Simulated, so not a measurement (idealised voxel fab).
Module name: voxel double patterning (process module)
Section shown: cut. Width: 240 nm. Cell size: 5 nm, square.
Think of the cross-section as a grid of square cells. We describe it in bands, top to bottom, and each band covers one or more rows of those cells.
Band: top and bottom heights (nm) first, top before bottom; then materials from left to right, widths in nm. "full width" marks a sole material filling the band edge to edge. "air" denotes empty space.
Zero point of the height axis is 0; under it, received wafer = one material. Lowest band: continues down indefinitely, "0 nm and below".
Quick explanation for "30..40": the width changes in equal steps down the rows of cells, from the first number in the band's top row to the second number in its bottom row.
The designation "same as before", where it is given for a processing step, indicates that no cell of the cross-section was altered in the course of that step.
Entry "Entrapped void list". Content: empty spaces with no open connection to the top, size 8 cells or greater. Each: width x height at distance. Distance: from left edge. Unit: nm.
Where a step's line continues beyond its settings, the continuation is a remark by the simulator itself on that step.
Each step line may optionally specify "overlay nm", which for a step with a mask gives the rightward distance between the mask's planned place and where it lay, a negative value indicating the leftward direction.

PLANNED PROCESS STEPS
1) RECEIVE with material Si
2) CONFORMAL_DEP with material SiO2, thk nm 5
3) DIRECTIONAL_DEP with material TiN, thk nm 10
4) DIRECTIONAL_DEP with material SiN, thk nm 10
5) PATTERN with tone open, mask id FIRST, material resist, width nm 15, pitch nm 50, thk nm 15, overlay nm 0
6) DIRECTIONAL_ETCH with etch materials SiN, depth nm 10
7) STRIP with etch materials resist
8) PATTERN with tone open, mask id SECOND, material resist, width nm 15, thk nm 15, overlay nm 0
9) DIRECTIONAL_ETCH with etch materials SiN, depth nm 10
10) STRIP with etch materials resist
11) DIRECTIONAL_ETCH with etch materials TiN, depth nm 20
12) STRIP with etch materials SiN
Among the wafers covered here, the point of difference is the thk nm at step 3; their starting state is shared, and the plan presents the value of the first wafer.

AS-RECEIVED CROSS-SECTION, FIRST OF SEVERAL WAFERS, POST STEP 1
> 0 nm and below | Si full width
> Entrapped void list: none

QUICK KEY FOR THE TABLE: A ROW PER WAFER, TAKEN AT THE END OF THE MODULE. FOR EACH MATERIAL IT TELLS YOU HOW MANY CELLS THE WAFER GAINED (+) OR LOST (-) SINCE IT CAME IN, AND THE CLOSED VOIDS COME AFTER
thk nm 10 | +48 SiO2 | +78 TiN | Entrapped void list: none
thk nm 15 | +48 SiO2 | +117 TiN | Entrapped void list: none
thk nm 20 | +48 SiO2 | +156 TiN | Entrapped void list: none
thk nm 25 | +48 SiO2 | +204 TiN | Entrapped void list: none
thk nm 30 | +48 SiO2 | +252 TiN | Entrapped void list: none
thk nm 35 | +48 SiO2 | +300 TiN | Entrapped void list: none
